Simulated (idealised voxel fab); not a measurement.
Title: Process Module voxel ribs on slabs
Pictured: cross-section cut, 240 nm wide, on a grid of 5 nm square cells.
How to read a cross-section here: the picture is a grid of square cells, written as bands going from the top down, and any band can span one or more rows of cells. Heights first: top, then bottom, in nm. Then materials, left to right, each with a width in nm. "all across" on a single material: fills the band edge to edge. "air": empty space. Basically, 0 is our baseline, since under it the wafer straight out of the box is all one material. The bottom band has no lower end and keeps on going down, so it looks like "0 and below". Per-row width for "30->40": begins at first number (top row of band), ends at second number (bottom row), increment between rows held constant. "nothing altered", as given for a step, is the statement that not any cell of the cross-section underwent a change during that step. Each empty space that has no open way to the top and spans at least 8 cells appears under "Closed cavities" as width x height at distance, the distance counted from the left edge, all in nm. Formally, on a step line, whatever follows the settings is a remark that the simulator itself makes on the step. On any step carrying a mask, the "overlay nm" setting, if present on the step's line, tells how far right of its planned place the mask lay; negative values point to the left.

### The following list gives the planned process steps
step 1: op RECEIVE | material Si
step 2: op DIRECTIONAL_DEP | material SiO2 | thk nm 30
step 3: op DIRECTIONAL_DEP | material SiN | thk nm 25
step 4: op DIRECTIONAL_DEP | material aC | thk nm 10
step 5: op PATTERN | tone cover | mask id RIB | material resist | width nm 15 | thk nm 25 | overlay nm 0
step 6: op DIRECTIONAL_ETCH | etch materials aC | depth nm 10
step 7: op STRIP | etch materials resist
step 8: op DIRECTIONAL_ETCH | etch materials SiN | depth nm 15
step 9: op STRIP | etch materials aC
step 10: op DIRECTIONAL_DEP | material aC | thk nm 15
step 11: op PATTERN | tone cover | mask id SLAB | material resist | width nm 45 | thk nm 35 | overlay nm 0
step 12: op DIRECTIONAL_ETCH | etch materials aC | depth nm 15
step 13: op STRIP | etch materials resist
step 14: op DIRECTIONAL_ETCH | etch materials SiN | depth nm 10
step 15: op STRIP | etch materials aC
step 16: op FILL_DEP | material SiO2 | thk nm 20
step 17: op CMP | height nm 65
step 18: op DIRECTIONAL_DEP | material W | thk nm 10
step 19: op DIRECTIONAL_DEP | material aC | thk nm 15
step 20: op PATTERN | tone cover | mask id HEATER | material resist | width nm 25 | thk nm 30 | overlay nm 0
step 21: op DIRECTIONAL_ETCH | etch materials aC | depth nm 15
step 22: op STRIP | etch materials resist
step 23: op DIRECTIONAL_ETCH | etch materials W | depth nm 10
step 24: op STRIP | etch materials aC
step 25: op CONFORMAL_DEP | material SiN | thk nm 5

### The first of the two wafers, which ran as planned

### Wafer as received: cross-section following step 1
* 0 and below  Si all across
* Closed cavities: none

### Sectional view: wafer, after step 2
* 30 down to 0  SiO2 all across
* Below 0, the layers are the same as they were.

### Sectional view: wafer, after step 3
* 55 down to 30  SiN all across
* Below 30, the layers are the same as they were.

### Sectional view: wafer, after step 4
* 65 down to 55  aC all across
* Below 55, the layers are the same as they were.

### Sectional view: wafer, after step 5
* 90 down to 65  air 110 nm  resist 15 nm  air 115 nm
* Below 65, the layers are the same as they were.

### Sectional view: wafer, after step 6
* 80 down to 65  air 110 nm  resist 15 nm  air 115 nm
* 65 down to 55  air 110 nm  aC 15 nm  air 115 nm
* Below 55, the layers are the same as they were.

### Sectional view: wafer, after step 7
* 65 down to 55  air 110 nm  aC 15 nm  air 115 nm
* Below 55, the layers are the same as they were.

### Sectional view: wafer, after step 8
* 65 down to 55  air 110 nm  aC 15 nm  air 115 nm
* 55 down to 40  air 110 nm  SiN 15 nm  air 115 nm
* Below 40, the layers are the same as they were.

### Sectional view: wafer, after step 9
* 55 down to 40  air 110 nm  SiN 15 nm  air 115 nm
* Below 40, the layers are the same as they were.

### Sectional view: wafer, after step 10
* 70 down to 55  air 110 nm  aC 15 nm  air 115 nm
* 55 down to 40  aC 110 nm  SiN 15 nm  aC 115 nm
* Below 40, the layers are the same as they were.

### Sectional view: wafer, after step 11
* 105 down to 70  air 95 nm  resist 45 nm  air 100 nm
* 70 down to 55  air 95 nm  resist 15 nm  aC 15 nm  resist 15 nm  air 100 nm
* Below 55, the layers are the same as they were.

### Sectional view: wafer, after step 12
* 90 down to 70  air 95 nm  resist 45 nm  air 100 nm
* 70 down to 55  air 95 nm  resist 15 nm  aC 15 nm  resist 15 nm  air 100 nm
* 55 down to 40  air 95 nm  aC 15 nm  SiN 15 nm  aC 15 nm  air 100 nm
* Below 40, the layers are the same as they were.

### Sectional view: wafer, after step 13
* 70 down to 55  air 110 nm  aC 15 nm  air 115 nm
* Below 55, the layers are the same as they were.

### Sectional view: wafer, after step 14
* 70 down to 55  air 110 nm  aC 15 nm  air 115 nm
* 55 down to 40  air 95 nm  aC 15 nm  SiN 15 nm  aC 15 nm  air 100 nm
* 40 down to 30  air 95 nm  SiN 45 nm  air 100 nm
* Below 30, the layers are the same as they were.

### Sectional view: wafer, after step 15
* 55 down to 40  air 110 nm  SiN 15 nm  air 115 nm
* Below 40, the layers are the same as they were.

### Sectional view: wafer, after step 16
* 75 down to 55  SiO2 all across
* 55 down to 40  SiO2 110 nm  SiN 15 nm  SiO2 115 nm
* 40 down to 30  SiO2 95 nm  SiN 45 nm  SiO2 100 nm
* Below 30, the layers are the same as they were.

### Sectional view: wafer, after step 17
* 65 down to 55  SiO2 all across
* Below 55, the layers are the same as they were.

### Sectional view: wafer, after step 18
* 75 down to 65  W all across
* Below 65, the layers are the same as they were.

### Sectional view: wafer, after step 19
* 90 down to 75  aC all across
* Below 75, the layers are the same as they were.

### Sectional view: wafer, after step 20
* 120 down to 90  air 105 nm  resist 25 nm  air 110 nm
* Below 90, the layers are the same as they were.

### Sectional view: wafer, after step 21
* 105 down to 90  air 105 nm  resist 25 nm  air 110 nm
* 90 down to 75  air 105 nm  aC 25 nm  air 110 nm
* Below 75, the layers are the same as they were.

### Sectional view: wafer, after step 22
* 90 down to 75  air 105 nm  aC 25 nm  air 110 nm
* Below 75, the layers are the same as they were.

### Sectional view: wafer, after step 23
* 90 down to 75  air 105 nm  aC 25 nm  air 110 nm
* 75 down to 65  air 105 nm  W 25 nm  air 110 nm
* Below 65, the layers are the same as they were.

### Sectional view: wafer, after step 24
* 75 down to 65  air 105 nm  W 25 nm  air 110 nm
* Below 65, the layers are the same as they were.

### Sectional view: wafer, after step 25
* 80 down to 75  air 100 nm  SiN 35 nm  air 105 nm
* 75 down to 70  air 100 nm  SiN 5 nm  W 25 nm  SiN 5 nm  air 105 nm
* 70 down to 65  SiN 105 nm  W 25 nm  SiN 110 nm
* Below 65, the layers are the same as they were.

### Wafer two. Same start, same plan, one slip in execution. Same as wafer one through step 3, inclusive

### Cross-section of the second wafer corresponding to the planned conclusion of step 4
* 65 down to 55  W all across
* Below 55, the layers are the same as they were.

### Cross-section of the second wafer corresponding to the planned conclusion of step 5
* 90 down to 65  air 110 nm  resist 15 nm  air 115 nm
* Below 65, the layers are the same as they were.

### Cross-section of the second wafer corresponding to the planned conclusion of step 6
* 80 down to 65  air 110 nm  resist 15 nm  air 115 nm
* Below 65, the layers are the same as they were.

### Cross-section of the second wafer corresponding to the planned conclusion of step 7
* 65 down to 55  W all across
* Below 55, the layers are the same as they were.

Cross-section of the second wafer corresponding to the planned conclusion of step 8: nothing altered

Cross-section of the second wafer corresponding to the planned conclusion of step 9: nothing altered

### Cross-section of the second wafer corresponding to the planned conclusion of step 10
* 80 down to 65  aC all across
* Below 65, the layers are the same as they were.

### Cross-section of the second wafer corresponding to the planned conclusion of step 11
* 115 down to 80  air 95 nm  resist 45 nm  air 100 nm
* Below 80, the layers are the same as they were.

### Cross-section of the second wafer corresponding to the planned conclusion of step 12
* 100 down to 80  air 95 nm  resist 45 nm  air 100 nm
* 80 down to 65  air 95 nm  aC 45 nm  air 100 nm
* Below 65, the layers are the same as they were.

### Cross-section of the second wafer corresponding to the planned conclusion of step 13
* 80 down to 65  air 95 nm  aC 45 nm  air 100 nm
* Below 65, the layers are the same as they were.

Cross-section of the second wafer corresponding to the planned conclusion of step 14: nothing altered

### Cross-section of the second wafer corresponding to the planned conclusion of step 15
* 65 down to 55  W all across
* Below 55, the layers are the same as they were.

### Cross-section of the second wafer corresponding to the planned conclusion of step 16
* 85 down to 65  SiO2 all across
* Below 65, the layers are the same as they were.

### Cross-section of the second wafer corresponding to the planned conclusion of step 17
* 65 down to 55  W all across
* Below 55, the layers are the same as they were.

### Cross-section of the second wafer corresponding to the planned conclusion of step 18
* 75 down to 55  W all across
* Below 55, the layers are the same as they were.

### Cross-section of the second wafer corresponding to the planned conclusion of step 19
* 90 down to 75  aC all across
* Below 75, the layers are the same as they were.

### Cross-section of the second wafer corresponding to the planned conclusion of step 20
* 120 down to 90  air 105 nm  resist 25 nm  air 110 nm
* Below 90, the layers are the same as they were.

### Cross-section of the second wafer corresponding to the planned conclusion of step 21
* 105 down to 90  air 105 nm  resist 25 nm  air 110 nm
* 90 down to 75  air 105 nm  aC 25 nm  air 110 nm
* Below 75, the layers are the same as they were.

### Cross-section of the second wafer corresponding to the planned conclusion of step 22
* 90 down to 75  air 105 nm  aC 25 nm  air 110 nm
* Below 75, the layers are the same as they were.

### Cross-section of the second wafer corresponding to the planned conclusion of step 23
* 90 down to 75  air 105 nm  aC 25 nm  air 110 nm
* 75 down to 65  air 105 nm  W 25 nm  air 110 nm
* Below 65, the layers are the same as they were.

### Cross-section of the second wafer corresponding to the planned conclusion of step 24
* 75 down to 65  air 105 nm  W 25 nm  air 110 nm
* Below 65, the layers are the same as they were.

### Cross-section of the second wafer corresponding to the planned conclusion of step 25
* 80 down to 75  air 100 nm  SiN 35 nm  air 105 nm
* 75 down to 70  air 100 nm  SiN 5 nm  W 25 nm  SiN 5 nm  air 105 nm
* 70 down to 65  SiN 105 nm  W 25 nm  SiN 110 nm
* Below 65, the layers are the same as they were.
Short version of what went wrong: contrary to plan, step 4 was performed as op DIRECTIONAL_DEP | material W | thk nm 10
Final wafer comparison in cells, second versus first, more or fewer per material: SiN: 213 more | SiO2: 309 fewer | W: 96 more
